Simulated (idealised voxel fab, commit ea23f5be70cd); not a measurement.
This is a process module. Its name is voxel gate over fins.
FYI the section here is cut, 210 nm wide, cells are 5 nm squares.
Heads up, the way a cross-section reads in here is a grid of square cells, handed over as bands from the top down, with every band being one or more rows of cells.
Basically the band line says how high the top is and how high the bottom is, in nm, and then what's in it from left to right, every material with its width in nm. Empty space shows up as "air", and if a single material carries "edge to edge" it runs the full band edge to edge.
Heights are measured from 0, the level below which the as-received wafer is all one material; the lowest band has no bottom and continues downward, written as in "0 nm and below".
With a width like "30..40", each row of cells in the band differs from the next by the same amount, the top row carrying the first number and the bottom row the second.
A step reported as "no alterations made" is a step in which no cell of the cross-section changed.
Voids not open to the top, 8 cells minimum: see "Enclosed void inventory". Written width x height at distance; distance is from the left edge; nm.
Note: text after step settings on the step line = simulator remark on that step.
overlay nm: for a step with a mask, the amount by which the mask lay right of where it was planned; a negative amount means left of it.

-- The steps planned for the process are as follows
1: RECEIVE [material Si]
2: CONFORMAL_DEP [material SiN] [thk nm 5]
3: DIRECTIONAL_DEP [material aC] [thk nm 10]
4: PATTERN [tone cover] [mask id FINS] [material resist] [width nm 15] [pitch nm 35] [thk nm 30] [overlay nm 0]
5: DIRECTIONAL_ETCH [etch materials aC] [depth nm 10]
6: STRIP [etch materials resist]
7: DIRECTIONAL_ETCH [etch materials SiN] [depth nm 5]
8: DIRECTIONAL_ETCH [etch materials Si] [depth nm 35]
9: STRIP [etch materials aC]
10: OXIDIZE [depth nm 5]
11: FILL_DEP [material SiO2] [thk nm 15]
12: CMP [height nm 5]
13: SELECTIVE_ETCH [etch materials SiO2] [depth nm 20]
14: STRIP [etch materials SiN]
15: CONFORMAL_DEP [material HfO2] [thk nm 5]
16: CONFORMAL_DEP [material TiN] [thk nm 5]
17: CONFORMAL_DEP [material TiAl] [thk nm 5]
18: CONFORMAL_DEP [material TiN] [thk nm 5]
19: FILL_DEP [material W] [thk nm 15]
20: CMP [height nm 30]
21: CONFORMAL_DEP [material SiN] [thk nm 5]

-- Received-state cross-section, reflecting completion of step 1
> 0 nm and below  Si edge to edge
> Enclosed void inventory: none

-- End state of the module in cross-section, given the above starting point and plan and one mistake in execution
> 35 nm to 30 nm  SiN edge to edge
> 30 nm to 20 nm  W edge to edge
> 20 nm to 15 nm  TiN edge to edge
> 15 nm to 10 nm  TiAl edge to edge
> 10 nm to 5 nm  TiN (50) / TiAl (5) / TiN (30) / TiAl (5) / TiN (30) / TiAl (5) / TiN (30) / TiAl (5) / TiN (50)
> 5 nm to 0 nm  HfO2 (45) / TiN (5) / TiAl (5) / TiN (5) / HfO2 (20) / TiN (5) / TiAl (5) / TiN (5) / HfO2 (20) / TiN (5) / TiAl (5) / TiN (5) / HfO2 (20) / TiN (5) / TiAl (5) / TiN (5) / HfO2 (45)
> 0 nm to -5 nm  Si (40) / HfO2 (5) / TiN (5) / TiAl (5) / TiN (5) / HfO2 (5) / Si (10) / HfO2 (5) / TiN (5) / TiAl (5) / TiN (5) / HfO2 (5) / Si (10) / HfO2 (5) / TiN (5) / TiAl (5) / TiN (5) / HfO2 (5) / Si (10) / HfO2 (5) / TiN (5) / TiAl (5) / TiN (5) / HfO2 (5) / Si (40)
> -5 nm to -10 nm  Si (40) / HfO2 (5) / TiN (15) / HfO2 (5) / Si (10) / HfO2 (5) / TiN (15) / HfO2 (5) / Si (10) / HfO2 (5) / TiN (15) / HfO2 (5) / Si (10) / HfO2 (5) / TiN (15) / HfO2 (5) / Si (40)
> -10 nm to -15 nm  Si (40) / HfO2 (25) / Si (10) / HfO2 (25) / Si (10) / HfO2 (25) / Si (10) / HfO2 (25) / Si (40)
> -15 nm to -40 nm  Si (40) / SiO2 (25) / Si (10) / SiO2 (25) / Si (10) / SiO2 (25) / Si (10) / SiO2 (25) / Si (40)
> -40 nm and below  Si edge to edge
> Enclosed void inventory: none
Which mistake was made when the wafer was run? step 4 ran with different settings than intended, the actual operation and settings being PATTERN [tone open] [mask id FINS] [material resist] [width nm 15] [pitch nm 35] [thk nm 30] [overlay nm 0]
